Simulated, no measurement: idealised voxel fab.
Proc. module: voxel released beams
The cross-section shown here is cut; it is 250 nm wide and divided into square cells measuring 5 nm on a side.
Throughout this document, each cross-section is represented as a grid of square cells and is presented as a sequence of bands enumerated from the top downward, where a band comprises one or more rows of cells. Basically the band line says how high the top is and how high the bottom is, in nm, and then what's in it from left to right, every material with its width in nm. Empty space shows up as "blank", and if a single material carries "throughout" it runs the full band edge to edge. Height reference: 0 = level under which incoming wafer is all one material. Lowest band: no bottom, runs on downward, e.g. "0 -> down". The expression "30 to 40" gives the width at the extremes of the band, the first number at its top row of cells and the second at its bottom row, with the width changing by equal amounts from each row to the next in between. The cross-section has no changed cell in any step marked "everything unchanged". "Closed void table" lists enclosed empty spaces (at least 8 cells, no open path upward to the top), each as width x height at distance from the left edge, in nm. Formally, on a step line, whatever follows the settings is a remark that the simulator itself makes on the step. A step line may carry the setting "overlay nm", which, for steps involving a mask, states the distance by which the mask lay to the right of its intended position; negative values denote displacement to the left.
-- Here's what the planned process steps look like
1 RECEIVE | material Si
2 CONFORMAL_DEP | material Al2O3 | thk nm 10
3 DIRECTIONAL_DEP | material SiO2 | thk nm 20
4 DIRECTIONAL_DEP | material aC | thk nm 15
5 PATTERN | tone open | mask id ANCHOR | material resist | width nm 30 | thk nm 35 | overlay nm 0
6 DIRECTIONAL_ETCH | etch materials aC | depth nm 15
7 STRIP | etch materials resist
8 DIRECTIONAL_ETCH | etch materials SiO2 | depth nm 20
9 STRIP | etch materials aC
10 CONFORMAL_DEP | material W | thk nm 10
11 DIRECTIONAL_DEP | material aC | thk nm 10
12 PATTERN | tone cover | mask id BEAM | material resist | width nm 90 | thk nm 25 | overlay nm 0
13 DIRECTIONAL_ETCH | etch materials aC | depth nm 10
14 STRIP | etch materials resist
15 DIRECTIONAL_ETCH | etch materials W | depth nm 10
16 STRIP | etch materials aC
17 STRIP | etch materials SiO2
-- Cross-section of the wafer at receipt, which is the condition after step 1
- 0 -> down | Si throughout
- Closed void table: none
-- First of two wafers: cross-section at end of module, run per plan
- 40 -> 30 | blank 75 nm, then W 15 nm, then blank 10 nm, then W 65 nm, then blank 85 nm
- 30 -> 20 | blank 80 nm, then W 10 nm, then blank 10 nm, then W 10 nm, then blank 140 nm
- 20 -> 10 | blank 80 nm, then W 30 nm, then blank 140 nm
- 10 -> 0 | Al2O3 throughout
- 0 -> down | Si throughout
- Closed void table: none
-- Second wafer of the two, sectioned at the end of the module. It began like the first and followed the same plan, but one mistake was made while running it
- 40 -> 30 | blank 75 nm, then W 90 nm, then blank 85 nm
- 30 -> 20 | Al2O3 throughout
- 20 -> 0 | SiO2 throughout
- 0 -> down | Si throughout
- Closed void table: none
Deviation from plan: order of steps 2 and 3 inverted relative to the plan
Final cells, second wafer relative to first, materials higher or lower: SiO2: 200 more, W: 16 fewer
